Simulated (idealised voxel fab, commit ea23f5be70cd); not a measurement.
The name of this process module is voxel transistor to metal.
Section cut is 300 nm wide and gridded with 5 nm square cells.
Just so we're on the same page, the cross-sections are grids of square cells, and they're listed out in bands top to bottom, each band one or more rows deep. Top height, bottom height, nm. Materials left to right, width each, nm. Single material + "everywhere" = fills band edge to edge. "blank" = empty. Heights are expressed relative to 0, this being the level below which the as-received wafer comprises one material exclusively. The lowest band is unbounded in the downward direction and is denoted as in "0 and below". The notation "30->40" denotes a width that varies across the rows of cells in the band, beginning at the first number in the top row, finishing at the second number in the bottom row, and changing by an identical amount from each row to the next. "nothing was modified" after a step means that no cell of the cross-section changed. Closed empty spaces (no open way to the top) of 8 cells or more are what "Sealed internal voids" lists, each as width x height at distance from the left edge, nm for all three. The remark found on a step's line after its settings is issued by the simulator itself and pertains to that step. overlay nm: on a step with a mask, how far right of its planned place the mask lay; negative means left.
BELOW IS THE LIST OF PLANNED PROCESS STEPS
1) RECEIVE, material Si
2) OXIDIZE, depth nm 5
3) CONFORMAL_DEP, material SiN, thk nm 10
4) MASKED_ETCH, tone cover, mask id ACTIVE, width nm 100, pitch nm 140, etch materials SiN, depth nm 10, overlay nm 0
5) MASKED_ETCH, tone cover, mask id ACTIVE, width nm 110, pitch nm 140, etch materials SiO2, depth nm 5, overlay nm 0
6) MASKED_ETCH, tone cover, mask id ACTIVE, width nm 110, pitch nm 140, etch materials Si, depth nm 35, overlay nm 0
7) FILL_DEP, material SiO2, thk nm 15
8) CMP, height nm 10
9) SELECTIVE_ETCH, etch materials SiO2, depth nm 10
10) STRIP, etch materials SiN
11) SELECTIVE_ETCH, etch materials SiO2, depth nm 5
12) OXIDIZE, depth nm 5
13) DIRECTIONAL_DEP, material polySi, thk nm 30
14) DIRECTIONAL_DEP, material SiCN, thk nm 15
15) PATTERN, tone cover, mask id GATE, material resist, width nm 20, pitch nm 140, thk nm 15, overlay nm 0
16) DIRECTIONAL_ETCH, etch materials SiCN, depth nm 25
17) DIRECTIONAL_ETCH, etch materials polySi, depth nm 40
18) STRIP, etch materials resist
19) CONFORMAL_DEP, material SiO2, thk nm 5
20) DIRECTIONAL_ETCH, etch materials SiO2, depth nm 5
21) CONFORMAL_DEP, material SiN, thk nm 5
22) DIRECTIONAL_ETCH, etch materials SiN, depth nm 5
23) DIRECTIONAL_ETCH, etch materials SiO2, depth nm 5
24) DIRECTIONAL_ETCH, etch materials Si, depth nm 15
25) EPI, material pSi, thk nm 15
26) FILL_DEP, material SiO2, thk nm 5
27) CMP, height nm 40
28) DIRECTIONAL_DEP, material SiO2, thk nm 10
29) MASKED_ETCH, tone open, mask id CONTACT, width nm 20, pitch nm 70, etch materials SiO2, depth nm 60, overlay nm 0
30) CONFORMAL_DEP, material TiN, thk nm 5
31) FILL_DEP, material W, thk nm 5
32) CMP, height nm 50
33) CONFORMAL_DEP, material SiCN, thk nm 5
34) DIRECTIONAL_DEP, material SiO2, thk nm 25
35) MASKED_ETCH, tone open, mask id METAL_1, width nm 20, pitch nm 70, etch materials SiO2, depth nm 25, overlay nm 0
36) MASKED_ETCH, tone open, mask id METAL_1, width nm 20, pitch nm 70, etch materials SiCN, depth nm 5, overlay nm 0
37) CONFORMAL_DEP, material TiN, thk nm 5
38) FILL_DEP, material Cu, thk nm 10
39) CMP, height nm 80
40) EPI, material Ru, thk nm 5
41) FILL_DEP, material SiCN, thk nm 5
Among the wafers covered here, the point of difference is the width nm at step 4; their starting state is shared, and the plan presents the value of the first wafer.
CROSS-SECTION OF THE FIRST OF SEVERAL WAFERS ON RECEIPT, REFLECTING COMPLETION OF STEP 1
0 and below: Si everywhere
Sealed internal voids: none
GAINED (+) OR LOST (-) CELLS OF EACH MATERIAL SINCE RECEIPT, THEN CLOSED VOIDS: ONE ROW PER WAFER, AT THE END OF THE MODULE
width nm 100; +40 Cu; +24 Ru; -300 Si; +164 SiCN; +36 SiN; +724 SiO2; +160 TiN; +64 W; +120 pSi; +48 polySi; Sealed internal voids: none
width nm 105; +40 Cu; +24 Ru; -300 Si; +164 SiCN; +36 SiN; +724 SiO2; +160 TiN; +64 W; +120 pSi; +48 polySi; Sealed internal voids: none
width nm 110; +40 Cu; +24 Ru; -300 Si; +164 SiCN; +36 SiN; +724 SiO2; +160 TiN; +64 W; +120 pSi; +48 polySi; Sealed internal voids: none
width nm 115; +40 Cu; +24 Ru; -294 Si; +164 SiCN; +36 SiN; +712 SiO2; +160 TiN; +64 W; +126 pSi; +48 polySi; Sealed internal voids: none
width nm 120; +40 Cu; +24 Ru; -288 Si; +164 SiCN; +36 SiN; +700 SiO2; +160 TiN; +64 W; +132 pSi; +48 polySi; Sealed internal voids: none
width nm 125; +40 Cu; +24 Ru; -282 Si; +164 SiCN; +36 SiN; +688 SiO2; +160 TiN; +64 W; +138 pSi; +48 polySi; Sealed internal voids: none
